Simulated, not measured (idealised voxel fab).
Documented hereafter: the process module known as voxel wiring stack.
For reference, the cross-section in this document is cut, with width 160 nm and square cells of 5 nm.
Think of the cross-section as a grid of square cells. We describe it in bands, top to bottom, and each band covers one or more rows of those cells.
Quick guide to a band line: top height, bottom height (nm) up front; then every material left to right with its width in nm. Only one material and it's marked "throughout"? Then it fills the band edge to edge. And "empty" just means empty space.
It should be noted that heights are counted from 0, beneath which the wafer as supplied is of one material throughout, and that the lowest band possesses no lower boundary but continues downward, as written in "top 0, no bottom".
A width such as "30->40" changes by the same amount from each row of cells to the next, from the band's top row to its bottom row.
"nothing was modified" -> step changed no cross-section cell.
You'll see "Trapped voids" listing empty spaces that have no way open to the top, as long as they're 8 cells or more; the notation is width x height at distance, where the distance is from the left edge, and all of it is in nm.
Note: text after step settings on the step line = simulator remark on that step.
"overlay nm" on a masked step: distance the mask lay right of its planned place, negative for left.
Process steps (planned)
step 1: RECEIVE with material Si
step 2: CONFORMAL_DEP with material SiO2, thk nm 10
step 3: CONFORMAL_DEP with material SiN, thk nm 5
step 4: DIRECTIONAL_DEP with material SiO2, thk nm 20
step 5: DIRECTIONAL_DEP with material aC, thk nm 15
step 6: PATTERN with tone open, mask id METAL_1, material resist, width nm 25, pitch nm 45, thk nm 30, overlay nm 0
step 7: DIRECTIONAL_ETCH with etch materials aC, depth nm 15
step 8: STRIP with etch materials resist
step 9: DIRECTIONAL_ETCH with etch materials SiO2, depth nm 20
step 10: DIRECTIONAL_ETCH with etch materials SiN, depth nm 5
step 11: STRIP with etch materials aC
step 12: CONFORMAL_DEP with material TiN, thk nm 5
step 13: FILL_DEP with material Ru, thk nm 5
step 14: CMP with height nm 35
step 15: CONFORMAL_DEP with material SiCN, thk nm 5
step 16: DIRECTIONAL_DEP with material lowk, thk nm 20
step 17: DIRECTIONAL_DEP with material aC, thk nm 10
step 18: PATTERN with tone open, mask id PLUG_1, material resist, width nm 15, thk nm 30, overlay nm 0
step 19: DIRECTIONAL_ETCH with etch materials aC, depth nm 10
step 20: STRIP with etch materials resist
step 21: DIRECTIONAL_ETCH with etch materials lowk, depth nm 20
step 22: DIRECTIONAL_ETCH with etch materials SiCN, depth nm 5
step 23: STRIP with etch materials aC
step 24: EPI with material Ru, thk nm 10
step 25: EPI with material Ru, thk nm 10
step 26: EPI with material Ru, thk nm 5
step 27: DIRECTIONAL_DEP with material TiN, thk nm 5
step 28: DIRECTIONAL_DEP with material Ru, thk nm 20
step 29: MASKED_ETCH with tone cover, mask id METAL_2, width nm 25, pitch nm 45, etch materials Ru, depth nm 20, overlay nm 0
step 30: MASKED_ETCH with tone cover, mask id METAL_2, width nm 25, pitch nm 45, etch materials TiN, depth nm 5, overlay nm 0
step 31: FILL_DEP with material SiO2, thk nm 10
step 32: CMP with height nm 85
step 33: CONFORMAL_DEP with material SiCN, thk nm 5
step 34: DIRECTIONAL_DEP with material lowk, thk nm 35
step 35: DIRECTIONAL_DEP with material aC, thk nm 15
step 36: PATTERN with tone open, mask id METAL_3_HOLES, material resist, width nm 15, thk nm 35, overlay nm 0
step 37: DIRECTIONAL_ETCH with etch materials aC, depth nm 15
step 38: STRIP with etch materials resist
step 39: DIRECTIONAL_ETCH with etch materials lowk, depth nm 35
step 40: STRIP with etch materials aC
step 41: PATTERN with tone open, mask id METAL_3, material resist, width nm 25, pitch nm 45, thk nm 20, overlay nm 0
step 42: DIRECTIONAL_ETCH with etch materials lowk, depth nm 20
step 43: DIRECTIONAL_ETCH with etch materials SiCN, depth nm 5
step 44: STRIP with etch materials resist
step 45: CONFORMAL_DEP with material TiN, thk nm 5
step 46: FILL_DEP with material Cu, thk nm 10
step 47: CMP with height nm 125
step 48: CONFORMAL_DEP with material SiCN, thk nm 5
Step 1 complete: cross-section of the wafer as received
	top 0, no bottom | Si throughout
	Trapped voids: none
First of two wafers, end-of-module section, run followed plan
	top 130, bottom 125 | SiCN throughout
	top 125, bottom 110 | 45 nm lowk | 5 nm TiN | 15 nm Cu | 5 nm TiN | 20 nm lowk | 5 nm TiN | 15 nm Cu | 5 nm TiN | 45 nm lowk
	top 110, bottom 105 | 45 nm lowk | 5 nm TiN | 5 nm Cu | 15 nm TiN | 20 nm lowk | 25 nm TiN | 45 nm lowk
	top 105, bottom 90 | 45 nm lowk | 5 nm TiN | 5 nm Cu | 5 nm TiN | 100 nm lowk
	top 90, bottom 85 | 45 nm SiCN | 15 nm TiN | 100 nm SiCN
	top 85, bottom 65 | 45 nm SiO2 | 25 nm Ru | 20 nm SiO2 | 25 nm Ru | 45 nm SiO2
	top 65, bottom 60 | 45 nm SiO2 | 25 nm TiN | 20 nm SiO2 | 25 nm TiN | 45 nm SiO2
	top 60, bottom 40 | 45 nm lowk | 15 nm Ru | 100 nm lowk
	top 40, bottom 35 | 45 nm SiCN | 15 nm Ru | 100 nm SiCN
	top 35, bottom 15 | 45 nm SiO2 | 5 nm TiN | 15 nm Ru | 5 nm TiN | 20 nm SiO2 | 5 nm TiN | 15 nm Ru | 5 nm TiN | 45 nm SiO2
	top 15, bottom 10 | 45 nm SiN | 25 nm TiN | 20 nm SiN | 25 nm TiN | 45 nm SiN
	top 10, bottom 0 | SiO2 throughout
	top 0, no bottom | Si throughout
	Trapped voids: none
Cross-section, wafer two of two, end of module: same start and plan as wafer one, one error in execution
	top 130, bottom 125 | SiCN throughout
	top 125, bottom 110 | 45 nm lowk | 5 nm TiN | 15 nm Cu | 5 nm TiN | 20 nm lowk | 5 nm TiN | 15 nm Cu | 5 nm TiN | 45 nm lowk
	top 110, bottom 105 | 45 nm lowk | 5 nm TiN | 5 nm Cu | 15 nm TiN | 20 nm lowk | 25 nm TiN | 45 nm lowk
	top 105, bottom 90 | 45 nm lowk | 5 nm TiN | 5 nm Cu | 5 nm TiN | 100 nm lowk
	top 90, bottom 85 | 45 nm SiCN | 15 nm TiN | 100 nm SiCN
	top 85, bottom 75 | 45 nm SiO2 | 25 nm Ru | 20 nm SiO2 | 25 nm Ru | 45 nm SiO2
	top 75, bottom 70 | 45 nm SiO2 | 25 nm TiN | 20 nm SiO2 | 25 nm Ru | 45 nm SiO2
	top 70, bottom 65 | 35 nm SiO2 | 35 nm Ru | 20 nm SiO2 | 25 nm Ru | 45 nm SiO2
	top 65, bottom 60 | 35 nm SiO2 | 35 nm Ru | 20 nm SiO2 | 25 nm TiN | 45 nm SiO2
	top 60, bottom 40 | 45 nm lowk | 15 nm Ru | 100 nm lowk
	top 40, bottom 35 | 45 nm SiCN | 15 nm Ru | 100 nm SiCN
	top 35, bottom 15 | 45 nm SiO2 | 5 nm TiN | 15 nm Ru | 5 nm TiN | 20 nm SiO2 | 5 nm TiN | 15 nm Ru | 5 nm TiN | 45 nm SiO2
	top 15, bottom 10 | 45 nm SiN | 25 nm TiN | 20 nm SiN | 25 nm TiN | 45 nm SiN
	top 10, bottom 0 | SiO2 throughout
	top 0, no bottom | Si throughout
	Trapped voids: none
Which mistake was made when the wafer was run? among the identical steps 24 and 25, one was performed twice; which one remains unidentifiable
at the end the second wafer has, in cells: Ru +4, SiO2 -4
